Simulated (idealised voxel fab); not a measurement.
voxel plated lines: a process module
This is section cut - it's 155 nm across, gridded in 5 nm square cells.
When this document writes out a cross-section, it uses a grid of square cells and lists it as bands, beginning at the top and moving down, with a band standing for one or more rows of cells. The band entry comprises the height of the band's top followed by the height of its bottom, expressed in nm, and subsequently the band's materials from left to right, each stated together with its width in nm. Where a single material is marked with the word "throughout", that material fills the band from edge to edge. The word "air" represents empty space. Measure heights from 0. That's the level where, below it, the as-received wafer is all one material. The lowest band is bottomless and extends downward; write it as in "z 0 and below". Graded width ("30..40"): value in top row of band = first number; value in bottom row = second number; row-to-row change constant. You'll sometimes find "no modification" written for a step, and that's the way of saying that nowhere in the cross-section did a cell change during that step. Reported under the label "Closed cavity list" are the empty spaces having no open way to the top and comprising 8 cells or more; the notation for each is width x height at distance, in which the distance is measured from the left edge and all three values are in nm. Whatever follows a step's settings on its line is a remark the simulator itself makes about that step. overlay nm: on a step with a mask, how far right of its planned place the mask lay; negative means left.
### The steps planned for the process are as follows
- 1: RECEIVE, material Si
- 2: CONFORMAL_DEP, material SiO2, thk nm 15
- 3: DIRECTIONAL_DEP, material TiN, thk nm 5
- 4: PATTERN, tone open, mask id LINES, material resist, width nm 25, pitch nm 45, thk nm 35, overlay nm 0
- 5: EPI, material Ru, thk nm 10
- 6: EPI, material Ru, thk nm 5
- 7: EPI, material Ru, thk nm 10
- 8: STRIP, etch materials resist
- 9: DIRECTIONAL_ETCH, etch materials TiN, depth nm 5
- 10: CONFORMAL_DEP, material SiCN, thk nm 5
### First of two wafers, processed according to plan
### As-received wafer cross-section (after step 1)
  z 0 and below = Si throughout
  Closed cavity list: none
### Wafer section view after processing step 2
  z 15 to 0 = SiO2 throughout
  All layers under 0 are left as they were.
### Wafer section view after processing step 3
  z 20 to 15 = TiN throughout
  All layers under 15 are left as they were.
### Wafer section view after processing step 4
  z 55 to 20 = resist 40 nm / air 25 nm / resist 20 nm / air 25 nm / resist 45 nm
  All layers under 20 are left as they were.
### Wafer section view after processing step 5
  z 55 to 30 = resist 40 nm / air 25 nm / resist 20 nm / air 25 nm / resist 45 nm
  z 30 to 20 = resist 40 nm / Ru 25 nm / resist 20 nm / Ru 25 nm / resist 45 nm
  All layers under 20 are left as they were.
### Wafer section view after processing step 6
  z 55 to 35 = resist 40 nm / air 25 nm / resist 20 nm / air 25 nm / resist 45 nm
  z 35 to 20 = resist 40 nm / Ru 25 nm / resist 20 nm / Ru 25 nm / resist 45 nm
  All layers under 20 are left as they were.
### Wafer section view after processing step 7
  z 55 to 45 = resist 40 nm / air 25 nm / resist 20 nm / air 25 nm / resist 45 nm
  z 45 to 20 = resist 40 nm / Ru 25 nm / resist 20 nm / Ru 25 nm / resist 45 nm
  All layers under 20 are left as they were.
### Wafer section view after processing step 8
  z 45 to 20 = air 40 nm / Ru 25 nm / air 20 nm / Ru 25 nm / air 45 nm
  All layers under 20 are left as they were.
### Wafer section view after processing step 9
  z 45 to 20 = air 40 nm / Ru 25 nm / air 20 nm / Ru 25 nm / air 45 nm
  z 20 to 15 = air 40 nm / TiN 25 nm / air 20 nm / TiN 25 nm / air 45 nm
  All layers under 15 are left as they were.
### Wafer section view after processing step 10
  z 50 to 45 = air 35 nm / SiCN 35 nm / air 10 nm / SiCN 35 nm / air 40 nm
  z 45 to 20 = air 35 nm / SiCN 5 nm / Ru 25 nm / SiCN 5 nm / air 10 nm / SiCN 5 nm / Ru 25 nm / SiCN 5 nm / air 40 nm
  z 20 to 15 = SiCN 40 nm / TiN 25 nm / SiCN 20 nm / TiN 25 nm / SiCN 45 nm
  All layers under 15 are left as they were.
### Wafer two. Same start, same plan, one slip in execution. Same as wafer one through step 3, inclusive
### Second wafer shown in cross-section at the time step 4 was slated to end
  z 55 to 20 = resist 45 nm / air 15 nm / resist 30 nm / air 15 nm / resist 50 nm
  All layers under 20 are left as they were.
### Second wafer shown in cross-section at the time step 5 was slated to end
  z 55 to 30 = resist 45 nm / air 15 nm / resist 30 nm / air 15 nm / resist 50 nm
  z 30 to 20 = resist 45 nm / Ru 15 nm / resist 30 nm / Ru 15 nm / resist 50 nm
  All layers under 20 are left as they were.
### Second wafer shown in cross-section at the time step 6 was slated to end
  z 55 to 35 = resist 45 nm / air 15 nm / resist 30 nm / air 15 nm / resist 50 nm
  z 35 to 20 = resist 45 nm / Ru 15 nm / resist 30 nm / Ru 15 nm / resist 50 nm
  All layers under 20 are left as they were.
### Second wafer shown in cross-section at the time step 7 was slated to end
  z 55 to 45 = resist 45 nm / air 15 nm / resist 30 nm / air 15 nm / resist 50 nm
  z 45 to 20 = resist 45 nm / Ru 15 nm / resist 30 nm / Ru 15 nm / resist 50 nm
  All layers under 20 are left as they were.
### Second wafer shown in cross-section at the time step 8 was slated to end
  z 45 to 20 = air 45 nm / Ru 15 nm / air 30 nm / Ru 15 nm / air 50 nm
  All layers under 20 are left as they were.
### Second wafer shown in cross-section at the time step 9 was slated to end
  z 45 to 20 = air 45 nm / Ru 15 nm / air 30 nm / Ru 15 nm / air 50 nm
  z 20 to 15 = air 45 nm / TiN 15 nm / air 30 nm / TiN 15 nm / air 50 nm
  All layers under 15 are left as they were.
### Second wafer shown in cross-section at the time step 10 was slated to end
  z 50 to 45 = air 40 nm / SiCN 25 nm / air 20 nm / SiCN 25 nm / air 45 nm
  z 45 to 20 = air 40 nm / SiCN 5 nm / Ru 15 nm / SiCN 5 nm / air 20 nm / SiCN 5 nm / Ru 15 nm / SiCN 5 nm / air 45 nm
  z 20 to 15 = SiCN 45 nm / TiN 15 nm / SiCN 30 nm / TiN 15 nm / SiCN 50 nm
  All layers under 15 are left as they were.
The mistake made against the process plan was this: step 4: run off-plan, actual operation and settings PATTERN, tone open, mask id LINES, material resist, width nm 15, pitch nm 45, thk nm 35, overlay nm 0
Upon completion, the second wafer contains, in terms of cells, a greater or smaller amount of certain materials than the first wafer: Ru -20; TiN -4
